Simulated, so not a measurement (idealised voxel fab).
This section sets out a process module, namely voxel ribs on slabs.
230 nm wide, 5 nm square cells: that's cross-section cut.
We lay out every cross-section as a grid of square cells and spell it out in bands from the top down, where one band means one or more rows of cells. For a band, the entry starts with two heights in nm, that of the top and then that of the bottom, and carries on with the band's materials in order from left to right, each alongside its width in nm; the word "edge to edge" beside a single material means it fills the band edge to edge, and "empty" means empty space. The reference from which all heights are counted is 0, the level beneath which the as-received wafer is entirely one material; the lowest band, having no lower bound, proceeds downward and is written after the example "0..down". The notation "30 to 40" denotes a width that varies across the rows of cells in the band, beginning at the first number in the top row, finishing at the second number in the bottom row, and changing by an identical amount from each row to the next. Take "nothing different" at face value: in the step it is given for, the cross-section changed in none of its cells. Any empty space of 8 cells or more lacking an open way to the top shows up in "Catalogued sealed voids" as width x height at distance, distance from the left edge, in nm. Read whatever lies past the settings on a step's line as the simulator's own remark about the step. What "overlay nm" on a step's line means: if the step has a mask, that mask lay this far to the right of its planned place, or, when the value is negative, to the left.

STEPS IN THE PROCESS PLAN
1,RECEIVE (material Si)
2,DIRECTIONAL_DEP (material SiO2; thk nm 20)
3,DIRECTIONAL_DEP (material polySi; thk nm 20)
4,DIRECTIONAL_DEP (material aC; thk nm 10)
5,PATTERN (tone cover; mask id RIB; material resist; width nm 25; thk nm 30; overlay nm 0)
6,DIRECTIONAL_ETCH (etch materials aC; depth nm 10)
7,STRIP (etch materials resist)
8,DIRECTIONAL_ETCH (etch materials polySi; depth nm 5)
9,STRIP (etch materials aC)
10,MASKED_ETCH (tone cover; mask id SLAB; width nm 65; etch materials polySi; depth nm 15; overlay nm 0)
11,FILL_DEP (material SiO2; thk nm 20)
12,CMP (height nm 55)
13,DIRECTIONAL_DEP (material W; thk nm 5)
14,PATTERN (tone cover; mask id HEATER; material resist; width nm 35; thk nm 20; overlay nm 0)
15,DIRECTIONAL_ETCH (etch materials W; depth nm 5)
16,STRIP (etch materials resist)
17,CONFORMAL_DEP (material SiO2; thk nm 5)

AS RECEIVED, AFTER STEP 1
	0..down  Si edge to edge
	Catalogued sealed voids: none

CROSS-SECTION AT MODULE END, ONE RUN ERROR; START AND PLAN UNCHANGED FROM ABOVE
	65..60  empty: 90 | SiO2: 45 | empty: 95
	60..55  SiO2: 95 | W: 35 | SiO2: 100
	55..35  SiO2 edge to edge
	35..30  SiO2: 100 | polySi: 25 | SiO2: 105
	30..15  SiO2: 80 | polySi: 65 | SiO2: 85
	15..0  SiO2 edge to edge
	0..down  Si edge to edge
	Catalogued sealed voids: none
Want to know what went wrong? it should be noted that step 2 was executed with settings other than those planned, the operation and settings actually applied being DIRECTIONAL_DEP (material SiO2; thk nm 15)
